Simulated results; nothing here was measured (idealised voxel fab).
This section sets out a process module, namely voxel wiring stack.
The figure presents cross-section cut, which has a width of 280 nm and is divided into square cells with an edge length of 5 nm.
A cross-section is a grid of square cells, given in bands from the top down. A band is one or more rows of cells.
Top, bottom (nm), then materials left to right with widths (nm); lone material tagged "everywhere" fills the whole band edge to edge; "empty" = empty space.
Heads up on the height convention: 0 is the point under which the incoming wafer is all one material, and the lowest band has no bottom, it just keeps going down, like "0 -> down".
Width spec "30->40" -> top row of cells at first value, bottom row at second value, equal per-row change in between.
Given "no change occurred" for a step, no cell of the cross-section differs between before and after that step.
"Closed empty spaces" specifies each empty space that is not open to the top and that occupies no fewer than 8 cells, using the form width x height at distance, the distance measured from the left edge and all three quantities in nm.
after a step's settings: what the simulator itself notes on the step
overlay nm: right-of-plan distance of the mask on a masked step; negative values mean left-of-plan.
### Steps in the process plan
1) RECEIVE with material Si
2) CONFORMAL_DEP with material SiO2, thk nm 10
3) CONFORMAL_DEP with material SiCN, thk nm 5
4) DIRECTIONAL_DEP with material lowk, thk nm 25
5) DIRECTIONAL_DEP with material aC, thk nm 10
6) PATTERN with tone open, mask id METAL_1, material resist, width nm 30, pitch nm 55, thk nm 30, overlay nm 0
7) DIRECTIONAL_ETCH with etch materials aC, depth nm 10
8) STRIP with etch materials resist
9) DIRECTIONAL_ETCH with etch materials lowk, depth nm 25
10) DIRECTIONAL_ETCH with etch materials SiCN, depth nm 5
11) STRIP with etch materials aC
12) CONFORMAL_DEP with material TiN, thk nm 5
13) FILL_DEP with material Ru, thk nm 5
14) CMP with height nm 40
15) EPI with material Ru, thk nm 5
16) FILL_DEP with material SiCN, thk nm 5
17) DIRECTIONAL_DEP with material lowk, thk nm 15
18) DIRECTIONAL_DEP with material aC, thk nm 15
19) PATTERN with tone open, mask id PLUG_1, material resist, width nm 15, pitch nm 110, thk nm 35, overlay nm 0
20) DIRECTIONAL_ETCH with etch materials aC, depth nm 15
21) STRIP with etch materials resist
22) DIRECTIONAL_ETCH with etch materials lowk, depth nm 15
23) DIRECTIONAL_ETCH with etch materials SiCN, depth nm 5
24) STRIP with etch materials aC
25) EPI with material Ru, thk nm 10
26) EPI with material Ru, thk nm 10
27) DIRECTIONAL_DEP with material TiN, thk nm 5
28) DIRECTIONAL_DEP with material W, thk nm 25
29) DIRECTIONAL_DEP with material aC, thk nm 10
30) PATTERN with tone cover, mask id METAL_2, material resist, width nm 30, pitch nm 55, thk nm 30, overlay nm 0
31) DIRECTIONAL_ETCH with etch materials aC, depth nm 10
32) STRIP with etch materials resist
33) DIRECTIONAL_ETCH with etch materials W, depth nm 25
34) DIRECTIONAL_ETCH with etch materials TiN, depth nm 5
35) STRIP with etch materials aC
36) CONFORMAL_DEP with material SiCN, thk nm 5
37) FILL_DEP with material lowk, thk nm 5
38) CMP with height nm 95
39) CONFORMAL_DEP with material SiCN, thk nm 5
40) DIRECTIONAL_DEP with material SiO2, thk nm 20
41) MASKED_ETCH with tone open, mask id PLUG_2, width nm 15, pitch nm 55, etch materials SiO2, depth nm 20, overlay nm 0
42) MASKED_ETCH with tone open, mask id PLUG_2, width nm 15, pitch nm 55, etch materials SiCN, depth nm 5, overlay nm 0
43) EPI with material Ru, thk nm 10
44) EPI with material Ru, thk nm 10
45) EPI with material Ru, thk nm 5
46) DIRECTIONAL_DEP with material TiN, thk nm 5
47) DIRECTIONAL_DEP with material Ru, thk nm 25
48) MASKED_ETCH with tone cover, mask id METAL_3, width nm 30, pitch nm 55, etch materials Ru, depth nm 25, overlay nm 0
49) MASKED_ETCH with tone cover, mask id METAL_3, width nm 30, pitch nm 55, etch materials TiN, depth nm 5, overlay nm 0
50) FILL_DEP with material lowk, thk nm 5
51) CMP with height nm 150
52) CONFORMAL_DEP with material SiN, thk nm 5
### First of two wafers - as planned
### Cross-section of the wafer at receipt, which is the condition after step 1
* 0 -> down: Si everywhere
* Closed empty spaces: none
### after step 2
* 10 -> 0: SiO2 everywhere
* At heights below 0, the structure remains unaltered.
### after step 3
* 15 -> 10: SiCN everywhere
* At heights below 10, the structure remains unaltered.
### after step 4
* 40 -> 15: lowk everywhere
* At heights below 15, the structure remains unaltered.
### after step 5
* 50 -> 40: aC everywhere
* At heights below 40, the structure remains unaltered.
### after step 6
* 80 -> 50: resist 40; empty 30; resist 25; empty 30; resist 25; empty 30; resist 25; empty 30; resist 45
* At heights below 50, the structure remains unaltered.
### after step 7
* 70 -> 50: resist 40; empty 30; resist 25; empty 30; resist 25; empty 30; resist 25; empty 30; resist 45
* 50 -> 40: aC 40; empty 30; aC 25; empty 30; aC 25; empty 30; aC 25; empty 30; aC 45
* At heights below 40, the structure remains unaltered.
### after step 8
* 50 -> 40: aC 40; empty 30; aC 25; empty 30; aC 25; empty 30; aC 25; empty 30; aC 45
* At heights below 40, the structure remains unaltered.
### after step 9
* 50 -> 40: aC 40; empty 30; aC 25; empty 30; aC 25; empty 30; aC 25; empty 30; aC 45
* 40 -> 15: lowk 40; empty 30; lowk 25; empty 30; lowk 25; empty 30; lowk 25; empty 30; lowk 45
* At heights below 15, the structure remains unaltered.
### after step 10
* 50 -> 40: aC 40; empty 30; aC 25; empty 30; aC 25; empty 30; aC 25; empty 30; aC 45
* 40 -> 15: lowk 40; empty 30; lowk 25; empty 30; lowk 25; empty 30; lowk 25; empty 30; lowk 45
* 15 -> 10: SiCN 40; empty 30; SiCN 25; empty 30; SiCN 25; empty 30; SiCN 25; empty 30; SiCN 45
* At heights below 10, the structure remains unaltered.
### after step 11
* 40 -> 15: lowk 40; empty 30; lowk 25; empty 30; lowk 25; empty 30; lowk 25; empty 30; lowk 45
* At heights below 15, the structure remains unaltered.
### after step 12
* 45 -> 40: TiN 45; empty 20; TiN 35; empty 20; TiN 35; empty 20; TiN 35; empty 20; TiN 50
* 40 -> 15: lowk 40; TiN 5; empty 20; TiN 5; lowk 25; TiN 5; empty 20; TiN 5; lowk 25; TiN 5; empty 20; TiN 5; lowk 25; TiN 5; empty 20; TiN 5; lowk 45
* 15 -> 10: SiCN 40; TiN 30; SiCN 25; TiN 30; SiCN 25; TiN 30; SiCN 25; TiN 30; SiCN 45
* At heights below 10, the structure remains unaltered.
### after step 13
* 50 -> 45: Ru everywhere
* 45 -> 40: TiN 45; Ru 20; TiN 35; Ru 20; TiN 35; Ru 20; TiN 35; Ru 20; TiN 50
* 40 -> 15: lowk 40; TiN 5; Ru 20; TiN 5; lowk 25; TiN 5; Ru 20; TiN 5; lowk 25; TiN 5; Ru 20; TiN 5; lowk 25; TiN 5; Ru 20; TiN 5; lowk 45
* At heights below 15, the structure remains unaltered.
### after step 14
* 40 -> 15: lowk 40; TiN 5; Ru 20; TiN 5; lowk 25; TiN 5; Ru 20; TiN 5; lowk 25; TiN 5; Ru 20; TiN 5; lowk 25; TiN 5; Ru 20; TiN 5; lowk 45
* At heights below 15, the structure remains unaltered.
### after step 15
* 45 -> 40: empty 35; Ru 40; empty 15; Ru 40; empty 15; Ru 40; empty 15; Ru 40; empty 40
* At heights below 40, the structure remains unaltered.
### after step 16
* 50 -> 45: SiCN everywhere
* 45 -> 40: SiCN 35; Ru 40; SiCN 15; Ru 40; SiCN 15; Ru 40; SiCN 15; Ru 40; SiCN 40
* At heights below 40, the structure remains unaltered.
### after step 17
* 65 -> 50: lowk everywhere
* At heights below 50, the structure remains unaltered.
### after step 18
* 80 -> 65: aC everywhere
* At heights below 65, the structure remains unaltered.
### after step 19
* 115 -> 80: resist 40; empty 15; resist 95; empty 15; resist 115
* At heights below 80, the structure remains unaltered.
### after step 20
* 100 -> 80: resist 40; empty 15; resist 95; empty 15; resist 115
* 80 -> 65: aC 40; empty 15; aC 95; empty 15; aC 115
* At heights below 65, the structure remains unaltered.
### after step 21
* 80 -> 65: aC 40; empty 15; aC 95; empty 15; aC 115
* At heights below 65, the structure remains unaltered.
### after step 22
* 80 -> 65: aC 40; empty 15; aC 95; empty 15; aC 115
* 65 -> 50: lowk 40; empty 15; lowk 95; empty 15; lowk 115
* At heights below 50, the structure remains unaltered.
### after step 23
* 80 -> 65: aC 40; empty 15; aC 95; empty 15; aC 115
* 65 -> 50: lowk 40; empty 15; lowk 95; empty 15; lowk 115
* 50 -> 45: SiCN 40; empty 15; SiCN 95; empty 15; SiCN 115
* At heights below 45, the structure remains unaltered.
### after step 24
* 65 -> 50: lowk 40; empty 15; lowk 95; empty 15; lowk 115
* At heights below 50, the structure remains unaltered.
### after step 25
* 65 -> 55: lowk 40; empty 15; lowk 95; empty 15; lowk 115
* 55 -> 50: lowk 40; Ru 15; lowk 95; Ru 15; lowk 115
* 50 -> 45: SiCN 40; Ru 15; SiCN 95; Ru 15; SiCN 115
* At heights below 45, the structure remains unaltered.
### after step 26
* 65 -> 50: lowk 40; Ru 15; lowk 95; Ru 15; lowk 115
* At heights below 50, the structure remains unaltered.
### after step 27
* 70 -> 65: TiN everywhere
* At heights below 65, the structure remains unaltered.
### after step 28
* 95 -> 70: W everywhere
* At heights below 70, the structure remains unaltered.
### after step 29
* 105 -> 95: aC everywhere
* At heights below 95, the structure remains unaltered.
### after step 30
* 135 -> 105: empty 40; resist 30; empty 25; resist 30; empty 25; resist 30; empty 25; resist 30; empty 45
* At heights below 105, the structure remains unaltered.
### after step 31
* 125 -> 105: empty 40; resist 30; empty 25; resist 30; empty 25; resist 30; empty 25; resist 30; empty 45
* 105 -> 95: empty 40; aC 30; empty 25; aC 30; empty 25; aC 30; empty 25; aC 30; empty 45
* At heights below 95, the structure remains unaltered.
### after step 32
* 105 -> 95: empty 40; aC 30; empty 25; aC 30; empty 25; aC 30; empty 25; aC 30; empty 45
* At heights below 95, the structure remains unaltered.
### after step 33
* 105 -> 95: empty 40; aC 30; empty 25; aC 30; empty 25; aC 30; empty 25; aC 30; empty 45
* 95 -> 70: empty 40; W 30; empty 25; W 30; empty 25; W 30; empty 25; W 30; empty 45
* At heights below 70, the structure remains unaltered.
### after step 34
* 105 -> 95: empty 40; aC 30; empty 25; aC 30; empty 25; aC 30; empty 25; aC 30; empty 45
* 95 -> 70: empty 40; W 30; empty 25; W 30; empty 25; W 30; empty 25; W 30; empty 45
* 70 -> 65: empty 40; TiN 30; empty 25; TiN 30; empty 25; TiN 30; empty 25; TiN 30; empty 45
* At heights below 65, the structure remains unaltered.
### after step 35
* 95 -> 70: empty 40; W 30; empty 25; W 30; empty 25; W 30; empty 25; W 30; empty 45
* At heights below 70, the structure remains unaltered.
### after step 36
* 100 -> 95: empty 35; SiCN 40; empty 15; SiCN 40; empty 15; SiCN 40; empty 15; SiCN 40; empty 40
* 95 -> 70: empty 35; SiCN 5; W 30; SiCN 5; empty 15; SiCN 5; W 30; SiCN 5; empty 15; SiCN 5; W 30; SiCN 5; empty 15; SiCN 5; W 30; SiCN 5; empty 40
* 70 -> 65: SiCN 40; TiN 30; SiCN 25; TiN 30; SiCN 25; TiN 30; SiCN 25; TiN 30; SiCN 45
* At heights below 65, the structure remains unaltered.
### after step 37
* 105 -> 100: lowk everywhere
* 100 -> 95: lowk 35; SiCN 40; lowk 15; SiCN 40; lowk 15; SiCN 40; lowk 15; SiCN 40; lowk 40
* 95 -> 70: lowk 35; SiCN 5; W 30; SiCN 5; lowk 15; SiCN 5; W 30; SiCN 5; lowk 15; SiCN 5; W 30; SiCN 5; lowk 15; SiCN 5; W 30; SiCN 5; lowk 40
* At heights below 70, the structure remains unaltered.
### after step 38
* 95 -> 70: lowk 35; SiCN 5; W 30; SiCN 5; lowk 15; SiCN 5; W 30; SiCN 5; lowk 15; SiCN 5; W 30; SiCN 5; lowk 15; SiCN 5; W 30; SiCN 5; lowk 40
* At heights below 70, the structure remains unaltered.
### after step 39
* 100 -> 95: SiCN everywhere
* At heights below 95, the structure remains unaltered.
### after step 40
* 120 -> 100: SiO2 everywhere
* At heights below 100, the structure remains unaltered.
### after step 41
* 120 -> 100: SiO2 40; empty 15; SiO2 40; empty 15; SiO2 40; empty 15; SiO2 40; empty 15; SiO2 60
* At heights below 100, the structure remains unaltered.
### after step 42
* 120 -> 100: SiO2 40; empty 15; SiO2 40; empty 15; SiO2 40; empty 15; SiO2 40; empty 15; SiO2 60
* 100 -> 95: SiCN 40; empty 15; SiCN 40; empty 15; SiCN 40; empty 15; SiCN 40; empty 15; SiCN 60
* At heights below 95, the structure remains unaltered.
### after step 43
* 120 -> 105: SiO2 40; empty 15; SiO2 40; empty 15; SiO2 40; empty 15; SiO2 40; empty 15; SiO2 60
* 105 -> 100: SiO2 40; Ru 15; SiO2 40; Ru 15; SiO2 40; Ru 15; SiO2 40; Ru 15; SiO2 60
* 100 -> 95: SiCN 40; Ru 15; SiCN 40; Ru 15; SiCN 40; Ru 15; SiCN 40; Ru 15; SiCN 60
* At heights below 95, the structure remains unaltered.
### after step 44
* 120 -> 115: SiO2 40; empty 15; SiO2 40; empty 15; SiO2 40; empty 15; SiO2 40; empty 15; SiO2 60
* 115 -> 100: SiO2 40; Ru 15; SiO2 40; Ru 15; SiO2 40; Ru 15; SiO2 40; Ru 15; SiO2 60
* At heights below 100, the structure remains unaltered.
### after step 45
* 120 -> 100: SiO2 40; Ru 15; SiO2 40; Ru 15; SiO2 40; Ru 15; SiO2 40; Ru 15; SiO2 60
* At heights below 100, the structure remains unaltered.
### after step 46
* 125 -> 120: TiN everywhere
* At heights below 120, the structure remains unaltered.
### after step 47
* 150 -> 125: Ru everywhere
* At heights below 125, the structure remains unaltered.
### after step 48
* 150 -> 125: empty 40; Ru 30; empty 25; Ru 30; empty 25; Ru 30; empty 25; Ru 30; empty 45
* At heights below 125, the structure remains unaltered.
### after step 49
* 150 -> 125: empty 40; Ru 30; empty 25; Ru 30; empty 25; Ru 30; empty 25; Ru 30; empty 45
* 125 -> 120: empty 40; TiN 30; empty 25; TiN 30; empty 25; TiN 30; empty 25; TiN 30; empty 45
* At heights below 120, the structure remains unaltered.
### after step 50
* 155 -> 150: lowk everywhere
* 150 -> 125: lowk 40; Ru 30; lowk 25; Ru 30; lowk 25; Ru 30; lowk 25; Ru 30; lowk 45
* 125 -> 120: lowk 40; TiN 30; lowk 25; TiN 30; lowk 25; TiN 30; lowk 25; TiN 30; lowk 45
* At heights below 120, the structure remains unaltered.
### after step 51
* 150 -> 125: lowk 40; Ru 30; lowk 25; Ru 30; lowk 25; Ru 30; lowk 25; Ru 30; lowk 45
* At heights below 125, the structure remains unaltered.
### after step 52
* 155 -> 150: SiN everywhere
* At heights below 150, the structure remains unaltered.
### The Second Wafer: Common Origin and Plan, One Mistake in Execution, Identical to the First Through Step 21
### The second wafer in cross-section, at the planned close of step 22
* 80 -> 65: aC 40; empty 15; aC 95; empty 15; aC 115
* 65 -> 60: lowk 40; empty 15; lowk 95; empty 15; lowk 115
* At heights below 60, the structure remains unaltered.
The second wafer in cross-section, at the planned close of step 23: no change occurred
### The second wafer in cross-section, at the planned close of step 24
* 65 -> 60: lowk 40; empty 15; lowk 95; empty 15; lowk 115
* At heights below 60, the structure remains unaltered.
The second wafer in cross-section, at the planned close of step 25: no change occurred
The second wafer in cross-section, at the planned close of step 26: no change occurred
### The second wafer in cross-section, at the planned close of step 27
* 70 -> 65: TiN 40; empty 15; TiN 95; empty 15; TiN 115
* 65 -> 60: lowk 40; TiN 15; lowk 95; TiN 15; lowk 115
* At heights below 60, the structure remains unaltered.
### The second wafer in cross-section, at the planned close of step 28
* 95 -> 90: W 40; empty 15; W 95; empty 15; W 115
* 90 -> 70: W everywhere
* 70 -> 65: TiN 40; W 15; TiN 95; W 15; TiN 115
* At heights below 65, the structure remains unaltered.
### The second wafer in cross-section, at the planned close of step 29
* 105 -> 100: aC 40; empty 15; aC 95; empty 15; aC 115
* 100 -> 95: aC everywhere
* 95 -> 90: W 40; aC 15; W 95; aC 15; W 115
* At heights below 90, the structure remains unaltered.
### The second wafer in cross-section, at the planned close of step 30
* 135 -> 105: empty 40; resist 30; empty 25; resist 30; empty 25; resist 30; empty 25; resist 30; empty 45
* 105 -> 100: aC 40; resist 15; aC 95; resist 15; aC 115
* At heights below 100, the structure remains unaltered.
### The second wafer in cross-section, at the planned close of step 31
* 125 -> 105: empty 40; resist 30; empty 25; resist 30; empty 25; resist 30; empty 25; resist 30; empty 45
* 105 -> 100: empty 40; resist 15; aC 15; empty 25; aC 30; empty 25; resist 15; aC 15; empty 25; aC 30; empty 45
* 100 -> 95: empty 40; aC 30; empty 25; aC 30; empty 25; aC 30; empty 25; aC 30; empty 45
* At heights below 95, the structure remains unaltered.
### The second wafer in cross-section, at the planned close of step 32
* 105 -> 95: empty 55->40; aC 15->30; empty 25; aC 30; empty 40->25; aC 15->30; empty 25; aC 30; empty 45
* At heights below 95, the structure remains unaltered.
### The second wafer in cross-section, at the planned close of step 33
* 105 -> 95: empty 55->40; aC 15->30; empty 25; aC 30; empty 40->25; aC 15->30; empty 25; aC 30; empty 45
* 95 -> 90: empty 40; aC 15; W 15; empty 25; W 30; empty 25; aC 15; W 15; empty 25; W 30; empty 45
* 90 -> 70: empty 40; W 30; empty 25; W 30; empty 25; W 30; empty 25; W 30; empty 45
* At heights below 70, the structure remains unaltered.
### The second wafer in cross-section, at the planned close of step 34
* 105 -> 95: empty 55->40; aC 15->30; empty 25; aC 30; empty 40->25; aC 15->30; empty 25; aC 30; empty 45
* 95 -> 90: empty 40; aC 15; W 15; empty 25; W 30; empty 25; aC 15; W 15; empty 25; W 30; empty 45
* 90 -> 70: empty 40; W 30; empty 25; W 30; empty 25; W 30; empty 25; W 30; empty 45
* 70 -> 65: empty 40; W 15; TiN 15; empty 25; TiN 30; empty 25; W 15; TiN 15; empty 25; TiN 30; empty 45
* At heights below 65, the structure remains unaltered.
### The second wafer in cross-section, at the planned close of step 35
* 95 -> 90: empty 55; W 15; empty 25; W 30; empty 40; W 15; empty 25; W 30; empty 45
* At heights below 90, the structure remains unaltered.
### The second wafer in cross-section, at the planned close of step 36
* 100 -> 95: empty 50; SiCN 25; empty 15; SiCN 40; empty 30; SiCN 25; empty 15; SiCN 40; empty 40
* 95 -> 90: empty 35; SiCN 20; W 15; SiCN 5; empty 15; SiCN 5; W 30; SiCN 5; empty 15; SiCN 20; W 15; SiCN 5; empty 15; SiCN 5; W 30; SiCN 5; empty 40
* 90 -> 70: empty 35; SiCN 5; W 30; SiCN 5; empty 15; SiCN 5; W 30; SiCN 5; empty 15; SiCN 5; W 30; SiCN 5; empty 15; SiCN 5; W 30; SiCN 5; empty 40
* 70 -> 65: SiCN 40; W 15; TiN 15; SiCN 25; TiN 30; SiCN 25; W 15; TiN 15; SiCN 25; TiN 30; SiCN 45
* At heights below 65, the structure remains unaltered.
### The second wafer in cross-section, at the planned close of step 37
* 105 -> 100: lowk everywhere
* 100 -> 95: lowk 50; SiCN 25; lowk 15; SiCN 40; lowk 30; SiCN 25; lowk 15; SiCN 40; lowk 40
* 95 -> 90: lowk 35; SiCN 20; W 15; SiCN 5; lowk 15; SiCN 5; W 30; SiCN 5; lowk 15; SiCN 20; W 15; SiCN 5; lowk 15; SiCN 5; W 30; SiCN 5; lowk 40
* 90 -> 70: lowk 35; SiCN 5; W 30; SiCN 5; lowk 15; SiCN 5; W 30; SiCN 5; lowk 15; SiCN 5; W 30; SiCN 5; lowk 15; SiCN 5; W 30; SiCN 5; lowk 40
* At heights below 70, the structure remains unaltered.
### The second wafer in cross-section, at the planned close of step 38
* 95 -> 90: lowk 35; SiCN 20; W 15; SiCN 5; lowk 15; SiCN 5; W 30; SiCN 5; lowk 15; SiCN 20; W 15; SiCN 5; lowk 15; SiCN 5; W 30; SiCN 5; lowk 40
* At heights below 90, the structure remains unaltered.
### The second wafer in cross-section, at the planned close of step 39
* 100 -> 95: SiCN everywhere
* At heights below 95, the structure remains unaltered.
### The second wafer in cross-section, at the planned close of step 40
* 120 -> 100: SiO2 everywhere
* At heights below 100, the structure remains unaltered.
### The second wafer in cross-section, at the planned close of step 41
* 120 -> 100: SiO2 40; empty 15; SiO2 40; empty 15; SiO2 40; empty 15; SiO2 40; empty 15; SiO2 60
* At heights below 100, the structure remains unaltered.
### The second wafer in cross-section, at the planned close of step 42
* 120 -> 100: SiO2 40; empty 15; SiO2 40; empty 15; SiO2 40; empty 15; SiO2 40; empty 15; SiO2 60
* 100 -> 95: SiCN 40; empty 15; SiCN 40; empty 15; SiCN 40; empty 15; SiCN 40; empty 15; SiCN 60
* At heights below 95, the structure remains unaltered.
### The second wafer in cross-section, at the planned close of step 43
* 120 -> 105: SiO2 40; empty 15; SiO2 40; empty 15; SiO2 40; empty 15; SiO2 40; empty 15; SiO2 60
* 105 -> 100: SiO2 40; empty 15; SiO2 40; Ru 15; SiO2 40; empty 15; SiO2 40; Ru 15; SiO2 60
* 100 -> 95: SiCN 40; empty 15; SiCN 40; Ru 15; SiCN 40; empty 15; SiCN 40; Ru 15; SiCN 60
* At heights below 95, the structure remains unaltered.
### The second wafer in cross-section, at the planned close of step 44
* 120 -> 115: SiO2 40; empty 15; SiO2 40; empty 15; SiO2 40; empty 15; SiO2 40; empty 15; SiO2 60
* 115 -> 100: SiO2 40; empty 15; SiO2 40; Ru 15; SiO2 40; empty 15; SiO2 40; Ru 15; SiO2 60
* At heights below 100, the structure remains unaltered.
### The second wafer in cross-section, at the planned close of step 45
* 120 -> 100: SiO2 40; empty 15; SiO2 40; Ru 15; SiO2 40; empty 15; SiO2 40; Ru 15; SiO2 60
* At heights below 100, the structure remains unaltered.
### The second wafer in cross-section, at the planned close of step 46
* 125 -> 120: TiN 40; empty 15; TiN 95; empty 15; TiN 115
* 120 -> 100: SiO2 40; empty 15; SiO2 40; Ru 15; SiO2 40; empty 15; SiO2 40; Ru 15; SiO2 60
* 100 -> 95: SiCN 40; TiN 15; SiCN 40; Ru 15; SiCN 40; TiN 15; SiCN 40; Ru 15; SiCN 60
* At heights below 95, the structure remains unaltered.
### The second wafer in cross-section, at the planned close of step 47
* 150 -> 125: Ru 40; empty 15; Ru 95; empty 15; Ru 115
* 125 -> 120: TiN 40; Ru 15; TiN 95; Ru 15; TiN 115
* 120 -> 100: SiO2 40; Ru 15; SiO2 40; Ru 15; SiO2 40; Ru 15; SiO2 40; Ru 15; SiO2 60
* At heights below 100, the structure remains unaltered.
### The second wafer in cross-section, at the planned close of step 48
* 150 -> 125: empty 55; Ru 15; empty 25; Ru 30; empty 40; Ru 15; empty 25; Ru 30; empty 45
* At heights below 125, the structure remains unaltered.
### The second wafer in cross-section, at the planned close of step 49
* 150 -> 125: empty 55; Ru 15; empty 25; Ru 30; empty 40; Ru 15; empty 25; Ru 30; empty 45
* 125 -> 120: empty 40; Ru 15; TiN 15; empty 25; TiN 30; empty 25; Ru 15; TiN 15; empty 25; TiN 30; empty 45
* At heights below 120, the structure remains unaltered.
### The second wafer in cross-section, at the planned close of step 50
* 155 -> 150: lowk everywhere
* 150 -> 125: lowk 55; Ru 15; lowk 25; Ru 30; lowk 40; Ru 15; lowk 25; Ru 30; lowk 45
* 125 -> 120: lowk 40; Ru 15; TiN 15; lowk 25; TiN 30; lowk 25; Ru 15; TiN 15; lowk 25; TiN 30; lowk 45
* At heights below 120, the structure remains unaltered.
### The second wafer in cross-section, at the planned close of step 51
* 150 -> 125: lowk 55; Ru 15; lowk 25; Ru 30; lowk 40; Ru 15; lowk 25; Ru 30; lowk 45
* At heights below 125, the structure remains unaltered.
### The second wafer in cross-section, at the planned close of step 52
* 155 -> 150: SiN everywhere
* At heights below 150, the structure remains unaltered.
The plan and the run diverged here: for step 22, the planned setting was not used; the step was instead run as DIRECTIONAL_ETCH with etch materials lowk, depth nm 5
It is noted that, at the conclusion of processing, the second wafer exhibits a higher or lower cell count for certain materials relative to the first: Ru -54, SiCN +12, lowk +42
